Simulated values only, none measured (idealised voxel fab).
Process module heading - voxel gate over fins
Cross-sectional view cut (width: 240 nm; square cell size: 5 nm).
The cross-sections in this document take the form of a grid made of square cells. They are written out as bands, in order from top to bottom. Each band consists of one or more rows of cells. First you get the band's top height and its bottom height, in nm, and then the materials it's made of, left to right, with each width in nm. If you see a single material with "full width", that one covers the band edge to edge. "air" is empty space. Height 0 is the level under which the wafer as received is all one material. The lowest band goes on downwards, as in "0 down". Width "30->40": first value at the band's top row of cells, second value at its bottom row, equal change from row to row. What does "nothing was modified" mean for a step? It means no cell of the cross-section changed in that step. Heads up: "Enclosed voids" only lists the empty pockets with no open path to the top that are 8 cells or more, and it writes them as width x height at distance, distance from the left edge, in nm. What comes after the settings on a step's line is commentary from the simulator itself on that step. overlay nm: how far to the right of its planned place the mask lay on this masked step (negative: to the left).
PLANNED PROCESS STEPS
1 RECEIVE [material Si]
2 CONFORMAL_DEP [material SiN] [thk nm 5]
3 PATTERN [tone cover] [mask id FINS] [material resist] [width nm 15] [pitch nm 50] [thk nm 15] [overlay nm 0]
4 DIRECTIONAL_ETCH [etch materials SiN] [depth nm 5]
5 DIRECTIONAL_ETCH [etch materials Si] [depth nm 30]
6 STRIP [etch materials resist]
7 OXIDIZE [depth nm 5]
8 FILL_DEP [material SiO2] [thk nm 5]
9 CMP [height nm 5]
10 MASKED_ETCH [tone open] [mask id RAIL] [width nm 15] [etch materials SiO2] [depth nm 30] [overlay nm 0]
11 CONFORMAL_DEP [material TiN] [thk nm 5]
12 FILL_DEP [material W] [thk nm 10]
13 CMP [height nm 5]
14 SELECTIVE_ETCH [etch materials W Ru TiN] [depth nm 20]
15 FILL_DEP [material SiO2] [thk nm 5]
16 CMP [height nm 5]
17 SELECTIVE_ETCH [etch materials SiO2] [depth nm 15]
18 STRIP [etch materials SiN]
19 CONFORMAL_DEP [material HfO2] [thk nm 5]
20 CONFORMAL_DEP [material TiN] [thk nm 5]
21 FILL_DEP [material W] [thk nm 15]
22 CMP [height nm 20]
23 CONFORMAL_DEP [material SiN] [thk nm 5]
WAFER, FIRST OF TWO, RUN AS PLANNED
RECEIVED-STATE CROSS-SECTION, REFLECTING COMPLETION OF STEP 1
- 0 down | Si full width
- Enclosed voids: none
ONCE STEP 2 IS THROUGH, THE WAFER LOOKS LIKE THIS IN CROSS-SECTION
- 5 to 0 | SiN full width
- Lower than 0, everything is as it was.
ONCE STEP 3 IS THROUGH, THE WAFER LOOKS LIKE THIS IN CROSS-SECTION
- 20 to 5 | air 85 nm | resist 15 nm | air 35 nm | resist 15 nm | air 90 nm
- Lower than 5, everything is as it was.
ONCE STEP 4 IS THROUGH, THE WAFER LOOKS LIKE THIS IN CROSS-SECTION
- 20 to 5 | air 85 nm | resist 15 nm | air 35 nm | resist 15 nm | air 90 nm
- 5 to 0 | air 85 nm | SiN 15 nm | air 35 nm | SiN 15 nm | air 90 nm
- Lower than 0, everything is as it was.
ONCE STEP 5 IS THROUGH, THE WAFER LOOKS LIKE THIS IN CROSS-SECTION
- 20 to 5 | air 85 nm | resist 15 nm | air 35 nm | resist 15 nm | air 90 nm
- 5 to 0 | air 85 nm | SiN 15 nm | air 35 nm | SiN 15 nm | air 90 nm
- 0 to -30 | air 85 nm | Si 15 nm | air 35 nm | Si 15 nm | air 90 nm
- Lower than -30, everything is as it was.
ONCE STEP 6 IS THROUGH, THE WAFER LOOKS LIKE THIS IN CROSS-SECTION
- 5 to 0 | air 85 nm | SiN 15 nm | air 35 nm | SiN 15 nm | air 90 nm
- Lower than 0, everything is as it was.
ONCE STEP 7 IS THROUGH, THE WAFER LOOKS LIKE THIS IN CROSS-SECTION
- 5 to 0 | air 85 nm | SiN 15 nm | air 35 nm | SiN 15 nm | air 90 nm
- 0 to -30 | air 85 nm | SiO2 5 nm | Si 5 nm | SiO2 5 nm | air 35 nm | SiO2 5 nm | Si 5 nm | SiO2 5 nm | air 90 nm
- -30 to -35 | SiO2 90 nm | Si 5 nm | SiO2 45 nm | Si 5 nm | SiO2 95 nm
- Lower than -35, everything is as it was.
ONCE STEP 8 IS THROUGH, THE WAFER LOOKS LIKE THIS IN CROSS-SECTION
- 10 to 5 | SiO2 full width
- 5 to 0 | SiO2 85 nm | SiN 15 nm | SiO2 35 nm | SiN 15 nm | SiO2 90 nm
- 0 to -35 | SiO2 90 nm | Si 5 nm | SiO2 45 nm | Si 5 nm | SiO2 95 nm
- Lower than -35, everything is as it was.
ONCE STEP 9 IS THROUGH, THE WAFER LOOKS LIKE THIS IN CROSS-SECTION
- 5 to 0 | SiO2 85 nm | SiN 15 nm | SiO2 35 nm | SiN 15 nm | SiO2 90 nm
- Lower than 0, everything is as it was.
ONCE STEP 10 IS THROUGH, THE WAFER LOOKS LIKE THIS IN CROSS-SECTION
- 5 to 0 | SiO2 85 nm | SiN 15 nm | SiO2 10 nm | air 15 nm | SiO2 10 nm | SiN 15 nm | SiO2 90 nm
- 0 to -25 | SiO2 90 nm | Si 5 nm | SiO2 15 nm | air 15 nm | SiO2 15 nm | Si 5 nm | SiO2 95 nm
- Lower than -25, everything is as it was.
ONCE STEP 11 IS THROUGH, THE WAFER LOOKS LIKE THIS IN CROSS-SECTION
- 10 to 5 | TiN 115 nm | air 5 nm | TiN 120 nm
- 5 to 0 | SiO2 85 nm | SiN 15 nm | SiO2 10 nm | TiN 5 nm | air 5 nm | TiN 5 nm | SiO2 10 nm | SiN 15 nm | SiO2 90 nm
- 0 to -20 | SiO2 90 nm | Si 5 nm | SiO2 15 nm | TiN 5 nm | air 5 nm | TiN 5 nm | SiO2 15 nm | Si 5 nm | SiO2 95 nm
- -20 to -25 | SiO2 90 nm | Si 5 nm | SiO2 15 nm | TiN 15 nm | SiO2 15 nm | Si 5 nm | SiO2 95 nm
- Lower than -25, everything is as it was.
ONCE STEP 12 IS THROUGH, THE WAFER LOOKS LIKE THIS IN CROSS-SECTION
- 20 to 10 | W full width
- 10 to 5 | TiN 115 nm | W 5 nm | TiN 120 nm
- 5 to 0 | SiO2 85 nm | SiN 15 nm | SiO2 10 nm | TiN 5 nm | W 5 nm | TiN 5 nm | SiO2 10 nm | SiN 15 nm | SiO2 90 nm
- 0 to -20 | SiO2 90 nm | Si 5 nm | SiO2 15 nm | TiN 5 nm | W 5 nm | TiN 5 nm | SiO2 15 nm | Si 5 nm | SiO2 95 nm
- Lower than -20, everything is as it was.
ONCE STEP 13 IS THROUGH, THE WAFER LOOKS LIKE THIS IN CROSS-SECTION
- 5 to 0 | SiO2 85 nm | SiN 15 nm | SiO2 10 nm | TiN 5 nm | W 5 nm | TiN 5 nm | SiO2 10 nm | SiN 15 nm | SiO2 90 nm
- Lower than 0, everything is as it was.
ONCE STEP 14 IS THROUGH, THE WAFER LOOKS LIKE THIS IN CROSS-SECTION
- 5 to 0 | SiO2 85 nm | SiN 15 nm | SiO2 10 nm | air 15 nm | SiO2 10 nm | SiN 15 nm | SiO2 90 nm
- 0 to -15 | SiO2 90 nm | Si 5 nm | SiO2 15 nm | air 15 nm | SiO2 15 nm | Si 5 nm | SiO2 95 nm
- Lower than -15, everything is as it was.
ONCE STEP 15 IS THROUGH, THE WAFER LOOKS LIKE THIS IN CROSS-SECTION
- 10 to 5 | SiO2 full width
- 5 to 0 | SiO2 85 nm | SiN 15 nm | SiO2 35 nm | SiN 15 nm | SiO2 90 nm
- 0 to -15 | SiO2 90 nm | Si 5 nm | SiO2 45 nm | Si 5 nm | SiO2 95 nm
- Lower than -15, everything is as it was.
ONCE STEP 16 IS THROUGH, THE WAFER LOOKS LIKE THIS IN CROSS-SECTION
- 5 to 0 | SiO2 85 nm | SiN 15 nm | SiO2 35 nm | SiN 15 nm | SiO2 90 nm
- Lower than 0, everything is as it was.
ONCE STEP 17 IS THROUGH, THE WAFER LOOKS LIKE THIS IN CROSS-SECTION
- 5 to 0 | air 85 nm | SiN 15 nm | air 35 nm | SiN 15 nm | air 90 nm
- 0 to -10 | air 90 nm | Si 5 nm | air 45 nm | Si 5 nm | air 95 nm
- Lower than -10, everything is as it was.
ONCE STEP 18 IS THROUGH, THE WAFER LOOKS LIKE THIS IN CROSS-SECTION
- 0 to -10 | air 90 nm | Si 5 nm | air 45 nm | Si 5 nm | air 95 nm
- Lower than -10, everything is as it was.
ONCE STEP 19 IS THROUGH, THE WAFER LOOKS LIKE THIS IN CROSS-SECTION
- 5 to 0 | air 85 nm | HfO2 15 nm | air 35 nm | HfO2 15 nm | air 90 nm
- 0 to -5 | air 85 nm | HfO2 5 nm | Si 5 nm | HfO2 5 nm | air 35 nm | HfO2 5 nm | Si 5 nm | HfO2 5 nm | air 90 nm
- -5 to -10 | HfO2 90 nm | Si 5 nm | HfO2 45 nm | Si 5 nm | HfO2 95 nm
- Lower than -10, everything is as it was.
ONCE STEP 20 IS THROUGH, THE WAFER LOOKS LIKE THIS IN CROSS-SECTION
- 10 to 5 | air 80 nm | TiN 25 nm | air 25 nm | TiN 25 nm | air 85 nm
- 5 to 0 | air 80 nm | TiN 5 nm | HfO2 15 nm | TiN 5 nm | air 25 nm | TiN 5 nm | HfO2 15 nm | TiN 5 nm | air 85 nm
- 0 to -5 | TiN 85 nm | HfO2 5 nm | Si 5 nm | HfO2 5 nm | TiN 35 nm | HfO2 5 nm | Si 5 nm | HfO2 5 nm | TiN 90 nm
- Lower than -5, everything is as it was.
ONCE STEP 21 IS THROUGH, THE WAFER LOOKS LIKE THIS IN CROSS-SECTION
- 25 to 10 | W full width
- 10 to 5 | W 80 nm | TiN 25 nm | W 25 nm | TiN 25 nm | W 85 nm
- 5 to 0 | W 80 nm | TiN 5 nm | HfO2 15 nm | TiN 5 nm | W 25 nm | TiN 5 nm | HfO2 15 nm | TiN 5 nm | W 85 nm
- Lower than 0, everything is as it was.
ONCE STEP 22 IS THROUGH, THE WAFER LOOKS LIKE THIS IN CROSS-SECTION
- 20 to 10 | W full width
- Lower than 10, everything is as it was.
ONCE STEP 23 IS THROUGH, THE WAFER LOOKS LIKE THIS IN CROSS-SECTION
- 25 to 20 | SiN full width
- Lower than 20, everything is as it was.
WAFER TWO. SAME START, SAME PLAN, ONE SLIP IN EXECUTION. SAME AS WAFER ONE THROUGH STEP 9, INCLUSIVE
SECOND WAFER: CROSS-SECTION AT THE SCHEDULED END OF STEP 10
- 5 to 0 | air 85 nm | SiN 15 nm | air 10 nm | SiO2 15 nm | air 10 nm | SiN 15 nm | air 90 nm
- 0 to -25 | air 85 nm | SiO2 5 nm | Si 5 nm | SiO2 5 nm | air 10 nm | SiO2 15 nm | air 10 nm | SiO2 5 nm | Si 5 nm | SiO2 5 nm | air 90 nm
- Lower than -25, everything is as it was.
SECOND WAFER: CROSS-SECTION AT THE SCHEDULED END OF STEP 11
- 10 to 5 | air 80 nm | TiN 75 nm | air 85 nm
- 5 to 0 | air 80 nm | TiN 5 nm | SiN 15 nm | TiN 10 nm | SiO2 15 nm | TiN 10 nm | SiN 15 nm | TiN 5 nm | air 85 nm
- 0 to -20 | air 80 nm | TiN 5 nm | SiO2 5 nm | Si 5 nm | SiO2 5 nm | TiN 10 nm | SiO2 15 nm | TiN 10 nm | SiO2 5 nm | Si 5 nm | SiO2 5 nm | TiN 5 nm | air 85 nm
- -20 to -25 | TiN 85 nm | SiO2 5 nm | Si 5 nm | SiO2 5 nm | TiN 10 nm | SiO2 15 nm | TiN 10 nm | SiO2 5 nm | Si 5 nm | SiO2 5 nm | TiN 90 nm
- Lower than -25, everything is as it was.
SECOND WAFER: CROSS-SECTION AT THE SCHEDULED END OF STEP 12
- 20 to 10 | W full width
- 10 to 5 | W 80 nm | TiN 75 nm | W 85 nm
- 5 to 0 | W 80 nm | TiN 5 nm | SiN 15 nm | TiN 10 nm | SiO2 15 nm | TiN 10 nm | SiN 15 nm | TiN 5 nm | W 85 nm
- 0 to -20 | W 80 nm | TiN 5 nm | SiO2 5 nm | Si 5 nm | SiO2 5 nm | TiN 10 nm | SiO2 15 nm | TiN 10 nm | SiO2 5 nm | Si 5 nm | SiO2 5 nm | TiN 5 nm | W 85 nm
- Lower than -20, everything is as it was.
SECOND WAFER: CROSS-SECTION AT THE SCHEDULED END OF STEP 13
- 5 to 0 | W 80 nm | TiN 5 nm | SiN 15 nm | TiN 10 nm | SiO2 15 nm | TiN 10 nm | SiN 15 nm | TiN 5 nm | W 85 nm
- Lower than 0, everything is as it was.
SECOND WAFER: CROSS-SECTION AT THE SCHEDULED END OF STEP 14
- 5 to 0 | air 85 nm | SiN 15 nm | air 10 nm | SiO2 15 nm | air 10 nm | SiN 15 nm | air 90 nm
- 0 to -15 | air 85 nm | SiO2 5 nm | Si 5 nm | SiO2 5 nm | air 10 nm | SiO2 15 nm | air 10 nm | SiO2 5 nm | Si 5 nm | SiO2 5 nm | air 90 nm
- Lower than -15, everything is as it was.
SECOND WAFER: CROSS-SECTION AT THE SCHEDULED END OF STEP 15
- 10 to 5 | SiO2 full width
- 5 to 0 | SiO2 85 nm | SiN 15 nm | SiO2 35 nm | SiN 15 nm | SiO2 90 nm
- 0 to -15 | SiO2 90 nm | Si 5 nm | SiO2 45 nm | Si 5 nm | SiO2 95 nm
- Lower than -15, everything is as it was.
SECOND WAFER: CROSS-SECTION AT THE SCHEDULED END OF STEP 16
- 5 to 0 | SiO2 85 nm | SiN 15 nm | SiO2 35 nm | SiN 15 nm | SiO2 90 nm
- Lower than 0, everything is as it was.
SECOND WAFER: CROSS-SECTION AT THE SCHEDULED END OF STEP 17
- 5 to 0 | air 85 nm | SiN 15 nm | air 35 nm | SiN 15 nm | air 90 nm
- 0 to -10 | air 90 nm | Si 5 nm | air 45 nm | Si 5 nm | air 95 nm
- Lower than -10, everything is as it was.
SECOND WAFER: CROSS-SECTION AT THE SCHEDULED END OF STEP 18
- 0 to -10 | air 90 nm | Si 5 nm | air 45 nm | Si 5 nm | air 95 nm
- Lower than -10, everything is as it was.
SECOND WAFER: CROSS-SECTION AT THE SCHEDULED END OF STEP 19
- 5 to 0 | air 85 nm | HfO2 15 nm | air 35 nm | HfO2 15 nm | air 90 nm
- 0 to -5 | air 85 nm | HfO2 5 nm | Si 5 nm | HfO2 5 nm | air 35 nm | HfO2 5 nm | Si 5 nm | HfO2 5 nm | air 90 nm
- -5 to -10 | HfO2 90 nm | Si 5 nm | HfO2 45 nm | Si 5 nm | HfO2 95 nm
- Lower than -10, everything is as it was.
SECOND WAFER: CROSS-SECTION AT THE SCHEDULED END OF STEP 20
- 10 to 5 | air 80 nm | TiN 25 nm | air 25 nm | TiN 25 nm | air 85 nm
- 5 to 0 | air 80 nm | TiN 5 nm | HfO2 15 nm | TiN 5 nm | air 25 nm | TiN 5 nm | HfO2 15 nm | TiN 5 nm | air 85 nm
- 0 to -5 | TiN 85 nm | HfO2 5 nm | Si 5 nm | HfO2 5 nm | TiN 35 nm | HfO2 5 nm | Si 5 nm | HfO2 5 nm | TiN 90 nm
- Lower than -5, everything is as it was.
SECOND WAFER: CROSS-SECTION AT THE SCHEDULED END OF STEP 21
- 25 to 10 | W full width
- 10 to 5 | W 80 nm | TiN 25 nm | W 25 nm | TiN 25 nm | W 85 nm
- 5 to 0 | W 80 nm | TiN 5 nm | HfO2 15 nm | TiN 5 nm | W 25 nm | TiN 5 nm | HfO2 15 nm | TiN 5 nm | W 85 nm
- Lower than 0, everything is as it was.
SECOND WAFER: CROSS-SECTION AT THE SCHEDULED END OF STEP 22
- 20 to 10 | W full width
- Lower than 10, everything is as it was.
SECOND WAFER: CROSS-SECTION AT THE SCHEDULED END OF STEP 23
- 25 to 20 | SiN full width
- Lower than 20, everything is as it was.
In executing the process, a mistake was made relative to the plan: for step 10, the planned setting was not used; the step was instead run as MASKED_ETCH [tone cover] [mask id RAIL] [width nm 15] [etch materials SiO2] [depth nm 30] [overlay nm 0]
Upon completion, the second wafer contains, in terms of cells, a greater or smaller amount of certain materials than the first wafer: SiO2 -72 | TiN +40 | W +32
